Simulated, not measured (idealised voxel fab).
The process module that follows is named voxel gate over fins.
Displayed cross-section: cut, width of 205 nm, square cells sized 5 nm.
In what follows, cross-sections appear as grids of square cells, described through bands that run from the top down, where every band is one or more rows of cells.
Each band's line starts with the height of the band's top and of its bottom, in nm. Then come its materials from left to right, each with its width in nm. One material with "all across" fills the band from edge to edge. "blank" is empty space.
Counting heights begins at 0, where everything beneath is, in the wafer as received, one material. The lowest band has no bottom; it goes on downwards, as "0 down" shows.
With a width like "30 to 40", each row of cells in the band differs from the next by the same amount, the top row carrying the first number and the bottom row the second.
"nothing different" means the step left every cell of the cross-section as it was.
Under "Entrapped void list" you'll find the enclosed gaps, the ones with no way out to the top, that are 8 cells or bigger; each reads width x height at distance, with distance counted from the left edge, everything in nm.
What comes after the settings on a step's line is commentary from the simulator itself on that step.
"overlay nm", when on a step's line for a step with a mask, measures how far to the right of its planned place the mask lay; a negative measure means to the left.
The following list gives the planned process steps
1) op RECEIVE | material Si
2) op CONFORMAL_DEP | material SiN | thk nm 10
3) op PATTERN | tone cover | mask id FINS | material resist | width nm 15 | pitch nm 45 | thk nm 20 | overlay nm 0
4) op DIRECTIONAL_ETCH | etch materials SiN | depth nm 10
5) op DIRECTIONAL_ETCH | etch materials Si | depth nm 35
6) op STRIP | etch materials resist
7) op FILL_DEP | material SiO2 | thk nm 10
8) op CMP | height nm 10
9) op SELECTIVE_ETCH | etch materials SiO2 | depth nm 20
10) op STRIP | etch materials SiN
11) op CONFORMAL_DEP | material HfO2 | thk nm 5
12) op CONFORMAL_DEP | material TiN | thk nm 5
13) op FILL_DEP | material W | thk nm 15
14) op CMP | height nm 20
15) op CONFORMAL_DEP | material SiCN | thk nm 10
Delivered wafer in cross-section: state after step 1
  0 down  Si all across
  Entrapped void list: none
The module was run from the start shown above using the plan shown above, but one mistake was made doing it; the resulting wafer cross-section is below
  30 to 20  SiCN all across
  20 to 10  W all across
  10 to 5  W: 15, then TiN: 35, then W: 10, then TiN: 35, then W: 10, then TiN: 35, then W: 10, then TiN: 35, then W: 20
  5 to 0  W: 15, then TiN: 5, then HfO2: 25, then TiN: 5, then W: 10, then TiN: 5, then HfO2: 25, then TiN: 5, then W: 10, then TiN: 5, then HfO2: 25, then TiN: 5, then W: 10, then TiN: 5, then HfO2: 25, then TiN: 5, then W: 20
  0 to -5  TiN: 20, then HfO2: 5, then Si: 15, then HfO2: 5, then TiN: 20, then HfO2: 5, then Si: 15, then HfO2: 5, then TiN: 20, then HfO2: 5, then Si: 15, then HfO2: 5, then TiN: 20, then HfO2: 5, then Si: 15, then HfO2: 5, then TiN: 25
  -5 to -10  HfO2: 25, then Si: 15, then HfO2: 30, then Si: 15, then HfO2: 30, then Si: 15, then HfO2: 30, then Si: 15, then HfO2: 30
  -10 to -40  SiO2: 25, then Si: 15, then SiO2: 30, then Si: 15, then SiO2: 30, then Si: 15, then SiO2: 30, then Si: 15, then SiO2: 30
  -40 down  Si all across
  Entrapped void list: none
Error vs. plan: the process deviated at step 5: the operation and settings actually run there were op DIRECTIONAL_ETCH | etch materials Si | depth nm 40
